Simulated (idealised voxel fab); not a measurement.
process module | voxel transistor to metal
cross-section cut | 285 nm wide | cells 5 nm
A cross-section is a grid of square cells, given in bands from the top down. A band is one or more rows of cells.
Each band's line starts with the height of the band's top and of its bottom, in nm. Then come its materials from left to right, each with its width in nm. One material with "throughout" fills the band from edge to edge. "air" is empty space.
Height 0 is the level under which the wafer as received is all one material. The lowest band goes on downwards, as in "0 down".
A width such as "30 to 40" changes by the same amount from each row of cells to the next, from the band's top row to its bottom row.
"no change" after a step means that no cell of the cross-section changed.
closed voids: empty space of 8 cells or more with no open way to the top, each as width x height at its distance from the left edge, in nm
after a step's settings: what the simulator itself notes on the step
overlay nm, on a step with a mask: how far to the right of its planned place the mask lay; to the left if negative
Each pair below shows a cross-section before one step and the cross-section after it, down to the lowest band that changed. The line under each pair gives the step between them, with its settings. The pairs can come from different runs of this module on the same starting wafer, so a pair continues from the pair above only where its "before" says so.
before
  55 to 50: W throughout
  50 to 45: TiN 30 | W 10 | TiN 65 | W 10 | TiN 50 | W 10 | TiN 65 | W 10 | TiN 35
  45 to 30: SiO2 25 | TiN 5 | W 10 | TiN 5 | SiO2 55 | TiN 5 | W 10 | TiN 5 | SiO2 40 | TiN 5 | W 10 | TiN 5 | SiO2 55 | TiN 5 | W 10 | TiN 5 | SiO2 30
  30 to 20: SiO2 25 | TiN 5 | W 10 | TiN 5 | SiO2 15 | SiN 5 | SiCN 15 | SiN 5 | SiO2 15 | TiN 5 | W 10 | TiN 5 | SiO2 40 | TiN 5 | W 10 | TiN 5 | SiO2 15 | SiN 5 | SiCN 15 | SiN 5 | SiO2 15 | TiN 5 | W 10 | TiN 5 | SiO2 30
  20 to 10: SiO2 25 | TiN 5 | W 10 | TiN 5 | SiO2 15 | SiN 5 | polySi 15 | SiN 5 | SiO2 15 | TiN 5 | W 10 | TiN 5 | SiO2 40 | TiN 5 | W 10 | TiN 5 | SiO2 15 | SiN 5 | polySi 15 | SiN 5 | SiO2 15 | TiN 5 | W 10 | TiN 5 | SiO2 30
  10 to 5: SiO2 25 | TiN 20 | SiO2 15 | SiN 5 | polySi 15 | SiN 5 | SiO2 15 | TiN 20 | SiO2 40 | TiN 20 | SiO2 15 | SiN 5 | polySi 15 | SiN 5 | SiO2 15 | TiN 20 | SiO2 30
  5 to -5: nSi 60 | SiN 5 | polySi 15 | SiN 5 | nSi 110 | SiN 5 | polySi 15 | SiN 5 | nSi 60 | SiO2 5
  -5 to -10: nSi 60 | SiO2 25 | nSi 110 | SiO2 25 | nSi 60 | SiO2 5
  -10 to -25: SiO2 15 | Si 115 | SiO2 20 | Si 115 | SiO2 20
  -25 down: Si throughout
  closed voids: none
after
  45 to 30: SiO2 25 | TiN 5 | W 10 | TiN 5 | SiO2 55 | TiN 5 | W 10 | TiN 5 | SiO2 40 | TiN 5 | W 10 | TiN 5 | SiO2 55 | TiN 5 | W 10 | TiN 5 | SiO2 30
  below 30: unchanged
  closed voids: none
the step between: op CMP | height nm 45
before: the cross-section after the pair above
after
  50 to 45: SiCN throughout
  below 45: unchanged
  closed voids: none
the step between: op CONFORMAL_DEP | material SiCN | thk nm 5
before: the cross-section after the pair above
after
  75 to 50: SiO2 throughout
  below 50: unchanged
  closed voids: none
the step between: op DIRECTIONAL_DEP | material SiO2 | thk nm 25
before: the cross-section after the pair above
after
  95 to 75: resist 25 | air 20 | resist 55 | air 20 | resist 40 | air 20 | resist 55 | air 20 | resist 30
  below 75: unchanged
  closed voids: none
the step between: op PATTERN | tone open | mask id METAL_1 | material resist | width nm 20 | thk nm 20 | overlay nm 0
before: the cross-section after the pair above
after
  95 to 75: resist 25 | air 20 | resist 55 | air 20 | resist 40 | air 20 | resist 55 | air 20 | resist 30
  75 to 50: SiO2 25 | air 20 | SiO2 55 | air 20 | SiO2 40 | air 20 | SiO2 55 | air 20 | SiO2 30
  below 50: unchanged
  closed voids: none
the step between: op DIRECTIONAL_ETCH | etch materials SiO2 | depth nm 25
before: the cross-section after the pair above
after
  95 to 75: resist 25 | air 20 | resist 55 | air 20 | resist 40 | air 20 | resist 55 | air 20 | resist 30
  75 to 50: SiO2 25 | air 20 | SiO2 55 | air 20 | SiO2 40 | air 20 | SiO2 55 | air 20 | SiO2 30
  50 to 45: SiCN 25 | air 20 | SiCN 55 | air 20 | SiCN 40 | air 20 | SiCN 55 | air 20 | SiCN 30
  below 45: unchanged
  closed voids: none
the step between: op DIRECTIONAL_ETCH | etch materials SiCN | depth nm 5
before: the cross-section after the pair above
after
  75 to 50: SiO2 25 | air 20 | SiO2 55 | air 20 | SiO2 40 | air 20 | SiO2 55 | air 20 | SiO2 30
  below 50: unchanged
  closed voids: none
the step between: op STRIP | etch materials resist
before: the cross-section after the pair above
after
  80 to 75: TiN 30 | air 10 | TiN 65 | air 10 | TiN 50 | air 10 | TiN 65 | air 10 | TiN 35
  75 to 50: SiO2 25 | TiN 5 | air 10 | TiN 5 | SiO2 55 | TiN 5 | air 10 | TiN 5 | SiO2 40 | TiN 5 | air 10 | TiN 5 | SiO2 55 | TiN 5 | air 10 | TiN 5 | SiO2 30
  50 to 45: SiCN 25 | TiN 20 | SiCN 55 | TiN 20 | SiCN 40 | TiN 20 | SiCN 55 | TiN 20 | SiCN 30
  below 45: unchanged
  closed voids: none
the step between: op CONFORMAL_DEP | material TiN | thk nm 5
before: the cross-section after the pair above
after
  90 to 80: Cu throughout
  80 to 75: TiN 30 | Cu 10 | TiN 65 | Cu 10 | TiN 50 | Cu 10 | TiN 65 | Cu 10 | TiN 35
  75 to 50: SiO2 25 | TiN 5 | Cu 10 | TiN 5 | SiO2 55 | TiN 5 | Cu 10 | TiN 5 | SiO2 40 | TiN 5 | Cu 10 | TiN 5 | SiO2 55 | TiN 5 | Cu 10 | TiN 5 | SiO2 30
  below 50: unchanged
  closed voids: none
the step between: op FILL_DEP | material Cu | thk nm 10
before: the cross-section after the pair above
after
  75 to 50: SiO2 25 | TiN 5 | Cu 10 | TiN 5 | SiO2 55 | TiN 5 | Cu 10 | TiN 5 | SiO2 40 | TiN 5 | Cu 10 | TiN 5 | SiO2 55 | TiN 5 | Cu 10 | TiN 5 | SiO2 30
  below 50: unchanged
  closed voids: none
the step between: op CMP | height nm 75
before: the cross-section after the pair above
after
  80 to 75: SiCN throughout
  below 75: unchanged
  closed voids: none
the step between: op CONFORMAL_DEP | material SiCN | thk nm 5
before
  30 to 20: SiCN throughout
  20 to -5: polySi throughout
  -5 to -10: SiO2 throughout
  -10 to -25: SiO2 15 | Si 115 | SiO2 20 | Si 115 | SiO2 20
  -25 down: Si throughout
  closed voids: none
after
  30 to 20: air 65 | SiCN 20 | air 115 | SiCN 20 | air 65
  below 20: unchanged
  closed voids: none
the step between: op MASKED_ETCH | tone cover | mask id GATE | width nm 20 | pitch nm 135 | etch materials SiCN | depth nm 20 | overlay nm 0
before: the cross-section after the pair above
after
  30 to 20: air 65 | SiCN 20 | air 115 | SiCN 20 | air 65
  20 to -5: air 65 | polySi 20 | air 115 | polySi 20 | air 65
  below -5: unchanged
  closed voids: none
the step between: op MASKED_ETCH | tone cover | mask id GATE | width nm 15 | pitch nm 135 | etch materials polySi | depth nm 35 | overlay nm 0
before: the cross-section after the pair above
after
  35 to 30: air 60 | SiN 30 | air 105 | SiN 30 | air 60
  30 to 20: air 60 | SiN 5 | SiCN 20 | SiN 5 | air 105 | SiN 5 | SiCN 20 | SiN 5 | air 60
  20 to 0: air 60 | SiN 5 | polySi 20 | SiN 5 | air 105 | SiN 5 | polySi 20 | SiN 5 | air 60
  0 to -5: SiN 65 | polySi 20 | SiN 115 | polySi 20 | SiN 65
  below -5: unchanged
  closed voids: none
the step between: op CONFORMAL_DEP | material SiN | thk nm 5
before: the cross-section after the pair above
after
  30 to 20: air 60 | SiN 5 | SiCN 20 | SiN 5 | air 105 | SiN 5 | SiCN 20 | SiN 5 | air 60
  20 to -5: air 60 | SiN 5 | polySi 20 | SiN 5 | air 105 | SiN 5 | polySi 20 | SiN 5 | air 60
  below -5: unchanged
  closed voids: none
the step between: op DIRECTIONAL_ETCH | etch materials SiN | depth nm 5
before: the cross-section after the pair above
after
  30 to 20: air 60 | SiN 5 | SiCN 20 | SiN 5 | air 105 | SiN 5 | SiCN 20 | SiN 5 | air 60
  20 to -5: air 60 | SiN 5 | polySi 20 | SiN 5 | air 105 | SiN 5 | polySi 20 | SiN 5 | air 60
  -5 to -10: air 60 | SiO2 30 | air 105 | SiO2 30 | air 60
  below -10: unchanged
  closed voids: none
the step between: op DIRECTIONAL_ETCH | etch materials SiO2 | depth nm 5
before: the cross-section after the pair above
after
  30 to 20: air 60 | SiN 5 | SiCN 20 | SiN 5 | air 105 | SiN 5 | SiCN 20 | SiN 5 | air 60
  20 to -5: air 60 | SiN 5 | polySi 20 | SiN 5 | air 105 | SiN 5 | polySi 20 | SiN 5 | air 60
  -5 to -10: air 10 | nSi 50 | SiO2 30 | nSi 45 | air 10 | nSi 50 | SiO2 30 | nSi 45 | air 15
  below -10: unchanged
  closed voids: none
the step between: op EPI | material nSi | thk nm 5
before: the cross-section after the pair above
after
  35 to 30: SiO2 throughout
  30 to 20: SiO2 60 | SiN 5 | SiCN 20 | SiN 5 | SiO2 105 | SiN 5 | SiCN 20 | SiN 5 | SiO2 60
  20 to -5: SiO2 60 | SiN 5 | polySi 20 | SiN 5 | SiO2 105 | SiN 5 | polySi 20 | SiN 5 | SiO2 60
  -5 to -10: SiO2 10 | nSi 50 | SiO2 30 | nSi 45 | SiO2 10 | nSi 50 | SiO2 30 | nSi 45 | SiO2 15
  below -10: unchanged
  closed voids: none
the step between: op FILL_DEP | material SiO2 | thk nm 5
before: the cross-section after the pair above
after
  30 to 20: SiO2 60 | SiN 5 | SiCN 20 | SiN 5 | SiO2 105 | SiN 5 | SiCN 20 | SiN 5 | SiO2 60
  below 20: unchanged
  closed voids: none
the step between: op CMP | height nm 30
before: the cross-section after the pair above
after
  45 to 30: SiO2 throughout
  below 30: unchanged
  closed voids: none
the step between: op DIRECTIONAL_DEP | material SiO2 | thk nm 15
before: the cross-section after the pair above
after
  45 to 30: SiO2 25 | air 20 | SiO2 55 | air 20 | SiO2 40 | air 20 | SiO2 55 | air 20 | SiO2 30
  30 to 20: SiO2 25 | air 20 | SiO2 15 | SiN 5 | SiCN 20 | SiN 5 | SiO2 10 | air 20 | SiO2 40 | air 20 | SiO2 15 | SiN 5 | SiCN 20 | SiN 5 | SiO2 10 | air 20 | SiO2 30
  20 to -5: SiO2 25 | air 20 | SiO2 15 | SiN 5 | polySi 20 | SiN 5 | SiO2 10 | air 20 | SiO2 40 | air 20 | SiO2 15 | SiN 5 | polySi 20 | SiN 5 | SiO2 10 | air 20 | SiO2 30
  below -5: unchanged
  closed voids: none
the step between: op MASKED_ETCH | tone open | mask id CONTACT | width nm 20 | etch materials SiO2 | depth nm 50 | overlay nm 0
before: the cross-section after the pair above
after
  50 to 45: TiN 30 | air 10 | TiN 65 | air 10 | TiN 50 | air 10 | TiN 65 | air 10 | TiN 35
  45 to 30: SiO2 25 | TiN 5 | air 10 | TiN 5 | SiO2 55 | TiN 5 | air 10 | TiN 5 | SiO2 40 | TiN 5 | air 10 | TiN 5 | SiO2 55 | TiN 5 | air 10 | TiN 5 | SiO2 30
  30 to 20: SiO2 25 | TiN 5 | air 10 | TiN 5 | SiO2 15 | SiN 5 | SiCN 20 | SiN 5 | SiO2 10 | TiN 5 | air 10 | TiN 5 | SiO2 40 | TiN 5 | air 10 | TiN 5 | SiO2 15 | SiN 5 | SiCN 20 | SiN 5 | SiO2 10 | TiN 5 | air 10 | TiN 5 | SiO2 30
  20 to 0: SiO2 25 | TiN 5 | air 10 | TiN 5 | SiO2 15 | SiN 5 | polySi 20 | SiN 5 | SiO2 10 | TiN 5 | air 10 | TiN 5 | SiO2 40 | TiN 5 | air 10 | TiN 5 | SiO2 15 | SiN 5 | polySi 20 | SiN 5 | SiO2 10 | TiN 5 | air 10 | TiN 5 | SiO2 30
  0 to -5: SiO2 25 | TiN 20 | SiO2 15 | SiN 5 | polySi 20 | SiN 5 | SiO2 10 | TiN 20 | SiO2 40 | TiN 20 | SiO2 15 | SiN 5 | polySi 20 | SiN 5 | SiO2 10 | TiN 20 | SiO2 30
  below -5: unchanged
  closed voids: none
the step between: op CONFORMAL_DEP | material TiN | thk nm 5
before: the cross-section after the pair above
after
  55 to 50: W throughout
  50 to 45: TiN 30 | W 10 | TiN 65 | W 10 | TiN 50 | W 10 | TiN 65 | W 10 | TiN 35
  45 to 30: SiO2 25 | TiN 5 | W 10 | TiN 5 | SiO2 55 | TiN 5 | W 10 | TiN 5 | SiO2 40 | TiN 5 | W 10 | TiN 5 | SiO2 55 | TiN 5 | W 10 | TiN 5 | SiO2 30
  30 to 20: SiO2 25 | TiN 5 | W 10 | TiN 5 | SiO2 15 | SiN 5 | SiCN 20 | SiN 5 | SiO2 10 | TiN 5 | W 10 | TiN 5 | SiO2 40 | TiN 5 | W 10 | TiN 5 | SiO2 15 | SiN 5 | SiCN 20 | SiN 5 | SiO2 10 | TiN 5 | W 10 | TiN 5 | SiO2 30
  20 to 0: SiO2 25 | TiN 5 | W 10 | TiN 5 | SiO2 15 | SiN 5 | polySi 20 | SiN 5 | SiO2 10 | TiN 5 | W 10 | TiN 5 | SiO2 40 | TiN 5 | W 10 | TiN 5 | SiO2 15 | SiN 5 | polySi 20 | SiN 5 | SiO2 10 | TiN 5 | W 10 | TiN 5 | SiO2 30
  below 0: unchanged
  closed voids: none
the step between: op FILL_DEP | material W | thk nm 5
before: the cross-section after the pair above
after
  45 to 30: SiO2 25 | TiN 5 | W 10 | TiN 5 | SiO2 55 | TiN 5 | W 10 | TiN 5 | SiO2 40 | TiN 5 | W 10 | TiN 5 | SiO2 55 | TiN 5 | W 10 | TiN 5 | SiO2 30
  below 30: unchanged
  closed voids: none
the step between: op CMP | height nm 45
before: the cross-section after the pair above
after
  50 to 45: SiCN throughout
  below 45: unchanged
  closed voids: none
the step between: op CONFORMAL_DEP | material SiCN | thk nm 5
before: the cross-section after the pair above
after
  75 to 50: SiO2 throughout
  below 50: unchanged
  closed voids: none
the step between: op DIRECTIONAL_DEP | material SiO2 | thk nm 25
before: the cross-section after the pair above
after
  95 to 75: resist 25 | air 20 | resist 55 | air 20 | resist 40 | air 20 | resist 55 | air 20 | resist 30
  below 75: unchanged
  closed voids: none
the step between: op PATTERN | tone open | mask id METAL_1 | material resist | width nm 20 | thk nm 20 | overlay nm 0
before: the cross-section after the pair above
after
  95 to 75: resist 25 | air 20 | resist 55 | air 20 | resist 40 | air 20 | resist 55 | air 20 | resist 30
  75 to 50: SiO2 25 | air 20 | SiO2 55 | air 20 | SiO2 40 | air 20 | SiO2 55 | air 20 | SiO2 30
  below 50: unchanged
  closed voids: none
the step between: op DIRECTIONAL_ETCH | etch materials SiO2 | depth nm 25
before: the cross-section after the pair above
after
  95 to 75: resist 25 | air 20 | resist 55 | air 20 | resist 40 | air 20 | resist 55 | air 20 | resist 30
  75 to 50: SiO2 25 | air 20 | SiO2 55 | air 20 | SiO2 40 | air 20 | SiO2 55 | air 20 | SiO2 30
  50 to 45: SiCN 25 | air 20 | SiCN 55 | air 20 | SiCN 40 | air 20 | SiCN 55 | air 20 | SiCN 30
  below 45: unchanged
  closed voids: none
the step between: op DIRECTIONAL_ETCH | etch materials SiCN | depth nm 5
before: the cross-section after the pair above
after
  75 to 50: SiO2 25 | air 20 | SiO2 55 | air 20 | SiO2 40 | air 20 | SiO2 55 | air 20 | SiO2 30
  below 50: unchanged
  closed voids: none
the step between: op STRIP | etch materials resist
before: the cross-section after the pair above
after
  80 to 75: TiN 30 | air 10 | TiN 65 | air 10 | TiN 50 | air 10 | TiN 65 | air 10 | TiN 35
  75 to 50: SiO2 25 | TiN 5 | air 10 | TiN 5 | SiO2 55 | TiN 5 | air 10 | TiN 5 | SiO2 40 | TiN 5 | air 10 | TiN 5 | SiO2 55 | TiN 5 | air 10 | TiN 5 | SiO2 30
  50 to 45: SiCN 25 | TiN 20 | SiCN 55 | TiN 20 | SiCN 40 | TiN 20 | SiCN 55 | TiN 20 | SiCN 30
  below 45: unchanged
  closed voids: none
the step between: op CONFORMAL_DEP | material TiN | thk nm 5
before: the cross-section after the pair above
after
  90 to 80: Cu throughout
  80 to 75: TiN 30 | Cu 10 | TiN 65 | Cu 10 | TiN 50 | Cu 10 | TiN 65 | Cu 10 | TiN 35
  75 to 50: SiO2 25 | TiN 5 | Cu 10 | TiN 5 | SiO2 55 | TiN 5 | Cu 10 | TiN 5 | SiO2 40 | TiN 5 | Cu 10 | TiN 5 | SiO2 55 | TiN 5 | Cu 10 | TiN 5 | SiO2 30
  below 50: unchanged
  closed voids: none
the step between: op FILL_DEP | material Cu | thk nm 10
before: the cross-section after the pair above
after
  75 to 50: SiO2 25 | TiN 5 | Cu 10 | TiN 5 | SiO2 55 | TiN 5 | Cu 10 | TiN 5 | SiO2 40 | TiN 5 | Cu 10 | TiN 5 | SiO2 55 | TiN 5 | Cu 10 | TiN 5 | SiO2 30
  below 50: unchanged
  closed voids: none
the step between: op CMP | height nm 75
before: the cross-section after the pair above
after
  80 to 75: SiCN throughout
  below 75: unchanged
  closed voids: none
the step between: op CONFORMAL_DEP | material SiCN | thk nm 5
before
  45 to 30: SiO2 throughout
  30 to 20: SiO2 60 | SiN 5 | SiCN 15 | SiN 5 | SiO2 110 | SiN 5 | SiCN 15 | SiN 5 | SiO2 65
  20 to -5: SiO2 60 | SiN 5 | polySi 15 | SiN 5 | SiO2 110 | SiN 5 | polySi 15 | SiN 5 | SiO2 65
  -5 to -10: SiO2 10 | nSi 50 | SiO2 25 | nSi 50 | SiO2 10 | nSi 50 | SiO2 25 | nSi 50 | SiO2 15
  -10 to -25: SiO2 15 | Si 115 | SiO2 20 | Si 115 | SiO2 20
  -25 down: Si throughout
  closed voids: none
after
  45 to 30: SiO2 15 | air 20 | SiO2 55 | air 20 | SiO2 40 | air 20 | SiO2 55 | air 20 | SiO2 40
  30 to 20: SiO2 15 | air 20 | SiO2 25 | SiN 5 | SiCN 15 | SiN 5 | SiO2 5 | air 20 | SiO2 40 | air 20 | SiO2 25 | SiN 5 | SiCN 15 | SiN 5 | SiO2 5 | air 20 | SiO2 40
  20 to -5: SiO2 15 | air 20 | SiO2 25 | SiN 5 | polySi 15 | SiN 5 | SiO2 5 | air 20 | SiO2 40 | air 20 | SiO2 25 | SiN 5 | polySi 15 | SiN 5 | SiO2 5 | air 20 | SiO2 40
  below -5: unchanged
  closed voids: none
the step between: op MASKED_ETCH | tone open | mask id CONTACT | width nm 20 | etch materials SiO2 | depth nm 50 | overlay nm -10
before: the cross-section after the pair above
after
  50 to 45: TiN 20 | air 10 | TiN 65 | air 10 | TiN 50 | air 10 | TiN 65 | air 10 | TiN 45
  45 to 30: SiO2 15 | TiN 5 | air 10 | TiN 5 | SiO2 55 | TiN 5 | air 10 | TiN 5 | SiO2 40 | TiN 5 | air 10 | TiN 5 | SiO2 55 | TiN 5 | air 10 | TiN 5 | SiO2 40
  30 to 20: SiO2 15 | TiN 5 | air 10 | TiN 5 | SiO2 25 | SiN 5 | SiCN 15 | SiN 5 | SiO2 5 | TiN 5 | air 10 | TiN 5 | SiO2 40 | TiN 5 | air 10 | TiN 5 | SiO2 25 | SiN 5 | SiCN 15 | SiN 5 | SiO2 5 | TiN 5 | air 10 | TiN 5 | SiO2 40
  20 to 0: SiO2 15 | TiN 5 | air 10 | TiN 5 | SiO2 25 | SiN 5 | polySi 15 | SiN 5 | SiO2 5 | TiN 5 | air 10 | TiN 5 | SiO2 40 | TiN 5 | air 10 | TiN 5 | SiO2 25 | SiN 5 | polySi 15 | SiN 5 | SiO2 5 | TiN 5 | air 10 | TiN 5 | SiO2 40
  0 to -5: SiO2 15 | TiN 20 | SiO2 25 | SiN 5 | polySi 15 | SiN 5 | SiO2 5 | TiN 20 | SiO2 40 | TiN 20 | SiO2 25 | SiN 5 | polySi 15 | SiN 5 | SiO2 5 | TiN 20 | SiO2 40
  below -5: unchanged
  closed voids: none
the step between: op CONFORMAL_DEP | material TiN | thk nm 5
before: the cross-section after the pair above
after
  55 to 50: W throughout
  50 to 45: TiN 20 | W 10 | TiN 65 | W 10 | TiN 50 | W 10 | TiN 65 | W 10 | TiN 45
  45 to 30: SiO2 15 | TiN 5 | W 10 | TiN 5 | SiO2 55 | TiN 5 | W 10 | TiN 5 | SiO2 40 | TiN 5 | W 10 | TiN 5 | SiO2 55 | TiN 5 | W 10 | TiN 5 | SiO2 40
  30 to 20: SiO2 15 | TiN 5 | W 10 | TiN 5 | SiO2 25 | SiN 5 | SiCN 15 | SiN 5 | SiO2 5 | TiN 5 | W 10 | TiN 5 | SiO2 40 | TiN 5 | W 10 | TiN 5 | SiO2 25 | SiN 5 | SiCN 15 | SiN 5 | SiO2 5 | TiN 5 | W 10 | TiN 5 | SiO2 40
  20 to 0: SiO2 15 | TiN 5 | W 10 | TiN 5 | SiO2 25 | SiN 5 | polySi 15 | SiN 5 | SiO2 5 | TiN 5 | W 10 | TiN 5 | SiO2 40 | TiN 5 | W 10 | TiN 5 | SiO2 25 | SiN 5 | polySi 15 | SiN 5 | SiO2 5 | TiN 5 | W 10 | TiN 5 | SiO2 40
  below 0: unchanged
  closed voids: none
the step between: op FILL_DEP | material W | thk nm 5
before: the cross-section after the pair above
after
  45 to 30: SiO2 15 | TiN 5 | W 10 | TiN 5 | SiO2 55 | TiN 5 | W 10 | TiN 5 | SiO2 40 | TiN 5 | W 10 | TiN 5 | SiO2 55 | TiN 5 | W 10 | TiN 5 | SiO2 40
  below 30: unchanged
  closed voids: none
the step between: op CMP | height nm 45
before: the cross-section after the pair above
after
  50 to 45: SiCN throughout
  below 45: unchanged
  closed voids: none
the step between: op CONFORMAL_DEP | material SiCN | thk nm 5
before: the cross-section after the pair above
after
  75 to 50: SiO2 throughout
  below 50: unchanged
  closed voids: none
the step between: op DIRECTIONAL_DEP | material SiO2 | thk nm 25
before: the cross-section after the pair above
after
  95 to 75: resist 25 | air 20 | resist 55 | air 20 | resist 40 | air 20 | resist 55 | air 20 | resist 30
  below 75: unchanged
  closed voids: none
the step between: op PATTERN | tone open | mask id METAL_1 | material resist | width nm 20 | thk nm 20 | overlay nm 0
before: the cross-section after the pair above
after
  95 to 75: resist 25 | air 20 | resist 55 | air 20 | resist 40 | air 20 | resist 55 | air 20 | resist 30
  75 to 50: SiO2 25 | air 20 | SiO2 55 | air 20 | SiO2 40 | air 20 | SiO2 55 | air 20 | SiO2 30
  below 50: unchanged
  closed voids: none
the step between: op DIRECTIONAL_ETCH | etch materials SiO2 | depth nm 25
before: the cross-section after the pair above
after
  95 to 75: resist 25 | air 20 | resist 55 | air 20 | resist 40 | air 20 | resist 55 | air 20 | resist 30
  75 to 50: SiO2 25 | air 20 | SiO2 55 | air 20 | SiO2 40 | air 20 | SiO2 55 | air 20 | SiO2 30
  50 to 45: SiCN 25 | air 20 | SiCN 55 | air 20 | SiCN 40 | air 20 | SiCN 55 | air 20 | SiCN 30
  below 45: unchanged
  closed voids: none
the step between: op DIRECTIONAL_ETCH | etch materials SiCN | depth nm 5
before: the cross-section after the pair above
after
  75 to 50: SiO2 25 | air 20 | SiO2 55 | air 20 | SiO2 40 | air 20 | SiO2 55 | air 20 | SiO2 30
  below 50: unchanged
  closed voids: none
the step between: op STRIP | etch materials resist
before: the cross-section after the pair above
after
  80 to 75: TiN 30 | air 10 | TiN 65 | air 10 | TiN 50 | air 10 | TiN 65 | air 10 | TiN 35
  75 to 50: SiO2 25 | TiN 5 | air 10 | TiN 5 | SiO2 55 | TiN 5 | air 10 | TiN 5 | SiO2 40 | TiN 5 | air 10 | TiN 5 | SiO2 55 | TiN 5 | air 10 | TiN 5 | SiO2 30
  50 to 45: SiCN 25 | TiN 20 | SiCN 55 | TiN 20 | SiCN 40 | TiN 20 | SiCN 55 | TiN 20 | SiCN 30
  below 45: unchanged
  closed voids: none
the step between: op CONFORMAL_DEP | material TiN | thk nm 5
before: the cross-section after the pair above
after
  90 to 80: Cu throughout
  80 to 75: TiN 30 | Cu 10 | TiN 65 | Cu 10 | TiN 50 | Cu 10 | TiN 65 | Cu 10 | TiN 35
  75 to 50: SiO2 25 | TiN 5 | Cu 10 | TiN 5 | SiO2 55 | TiN 5 | Cu 10 | TiN 5 | SiO2 40 | TiN 5 | Cu 10 | TiN 5 | SiO2 55 | TiN 5 | Cu 10 | TiN 5 | SiO2 30
  below 50: unchanged
  closed voids: none
the step between: op FILL_DEP | material Cu | thk nm 10
before: the cross-section after the pair above
after
  75 to 50: SiO2 25 | TiN 5 | Cu 10 | TiN 5 | SiO2 55 | TiN 5 | Cu 10 | TiN 5 | SiO2 40 | TiN 5 | Cu 10 | TiN 5 | SiO2 55 | TiN 5 | Cu 10 | TiN 5 | SiO2 30
  below 50: unchanged
  closed voids: none
the step between: op CMP | height nm 75
before: the cross-section after the pair above
after
  80 to 75: SiCN throughout
  below 75: unchanged
  closed voids: none
the step between: op CONFORMAL_DEP | material SiCN | thk nm 5
before
  75 to 50: SiO2 25 | air 20 | SiO2 55 | air 20 | SiO2 40 | air 20 | SiO2 55 | air 20 | SiO2 30
  50 to 45: SiCN 25 | air 20 | SiCN 55 | air 20 | SiCN 40 | air 20 | SiCN 55 | air 20 | SiCN 30
  45 to 30: SiO2 25 | TiN 5 | W 10 | TiN 5 | SiO2 55 | TiN 5 | W 10 | TiN 5 | SiO2 40 | TiN 5 | W 10 | TiN 5 | SiO2 55 | TiN 5 | W 10 | TiN 5 | SiO2 30
  30 to 20: SiO2 25 | TiN 5 | W 10 | TiN 5 | SiO2 15 | SiN 5 | SiCN 15 | SiN 5 | SiO2 15 | TiN 5 | W 10 | TiN 5 | SiO2 40 | TiN 5 | W 10 | TiN 5 | SiO2 15 | SiN 5 | SiCN 15 | SiN 5 | SiO2 15 | TiN 5 | W 10 | TiN 5 | SiO2 30
  20 to 0: SiO2 25 | TiN 5 | W 10 | TiN 5 | SiO2 15 | SiN 5 | polySi 15 | SiN 5 | SiO2 15 | TiN 5 | W 10 | TiN 5 | SiO2 40 | TiN 5 | W 10 | TiN 5 | SiO2 15 | SiN 5 | polySi 15 | SiN 5 | SiO2 15 | TiN 5 | W 10 | TiN 5 | SiO2 30
  0 to -5: SiO2 25 | TiN 20 | SiO2 15 | SiN 5 | polySi 15 | SiN 5 | SiO2 15 | TiN 20 | SiO2 40 | TiN 20 | SiO2 15 | SiN 5 | polySi 15 | SiN 5 | SiO2 15 | TiN 20 | SiO2 30
  -5 to -10: SiO2 10 | nSi 50 | SiO2 25 | nSi 50 | SiO2 10 | nSi 50 | SiO2 25 | nSi 50 | SiO2 15
  -10 to -25: SiO2 15 | Si 115 | SiO2 20 | Si 115 | SiO2 20
  -25 down: Si throughout
  closed voids: none
after
  80 to 75: polySi 30 | air 10 | polySi 65 | air 10 | polySi 50 | air 10 | polySi 65 | air 10 | polySi 35
  75 to 50: SiO2 25 | polySi 5 | air 10 | polySi 5 | SiO2 55 | polySi 5 | air 10 | polySi 5 | SiO2 40 | polySi 5 | air 10 | polySi 5 | SiO2 55 | polySi 5 | air 10 | polySi 5 | SiO2 30
  50 to 45: SiCN 25 | polySi 20 | SiCN 55 | polySi 20 | SiCN 40 | polySi 20 | SiCN 55 | polySi 20 | SiCN 30
  below 45: unchanged
  closed voids: none
the step between: op CONFORMAL_DEP | material polySi | thk nm 5
before: the cross-section after the pair above
after
  90 to 80: Cu throughout
  80 to 75: polySi 30 | Cu 10 | polySi 65 | Cu 10 | polySi 50 | Cu 10 | polySi 65 | Cu 10 | polySi 35
  75 to 50: SiO2 25 | polySi 5 | Cu 10 | polySi 5 | SiO2 55 | polySi 5 | Cu 10 | polySi 5 | SiO2 40 | polySi 5 | Cu 10 | polySi 5 | SiO2 55 | polySi 5 | Cu 10 | polySi 5 | SiO2 30
  below 50: unchanged
  closed voids: none
the step between: op FILL_DEP | material Cu | thk nm 10
before: the cross-section after the pair above
after
  75 to 50: SiO2 25 | polySi 5 | Cu 10 | polySi 5 | SiO2 55 | polySi 5 | Cu 10 | polySi 5 | SiO2 40 | polySi 5 | Cu 10 | polySi 5 | SiO2 55 | polySi 5 | Cu 10 | polySi 5 | SiO2 30
  below 50: unchanged
  closed voids: none
the step between: op CMP | height nm 75
before: the cross-section after the pair above
after
  80 to 75: SiCN throughout
  below 75: unchanged
  closed voids: none
the step between: op CONFORMAL_DEP | material SiCN | thk nm 5
before
  10 to 0: SiN throughout
  0 to -5: SiO2 throughout
  -5 down: Si throughout
  closed voids: none
after
  25 to 10: resist 15 | air 115 | resist 20 | air 115 | resist 20
  below 10: unchanged
  closed voids: none
the step between: op PATTERN | tone open | mask id ACTIVE | material resist | width nm 115 | pitch nm 135 | thk nm 15 | overlay nm 0
before: the cross-section after the pair above
after
  25 to 10: resist 15 | air 115 | resist 20 | air 115 | resist 20
  10 to 0: SiN 15 | air 115 | SiN 20 | air 115 | SiN 20
  below 0: unchanged
  closed voids: none
the step between: op DIRECTIONAL_ETCH | etch materials SiN | depth nm 10
before: the cross-section after the pair above
after
  25 to 10: resist 15 | air 115 | resist 20 | air 115 | resist 20
  10 to 0: SiN 15 | air 115 | SiN 20 | air 115 | SiN 20
  0 to -5: SiO2 15 | air 115 | SiO2 20 | air 115 | SiO2 20
  below -5: unchanged
  closed voids: none
the step between: op DIRECTIONAL_ETCH | etch materials SiO2 | depth nm 5
before: the cross-section after the pair above
after
  25 to 10: resist 15 | air 115 | resist 20 | air 115 | resist 20
  10 to 0: SiN 15 | air 115 | SiN 20 | air 115 | SiN 20
  0 to -5: SiO2 15 | air 115 | SiO2 20 | air 115 | SiO2 20
  -5 to -25: Si 15 | air 115 | Si 20 | air 115 | Si 20
  below -25: unchanged
  closed voids: none
the step between: op DIRECTIONAL_ETCH | etch materials Si | depth nm 20
before: the cross-section after the pair above
after
  10 to 0: SiN 15 | air 115 | SiN 20 | air 115 | SiN 20
  below 0: unchanged
  closed voids: none
the step between: op STRIP | etch materials resist
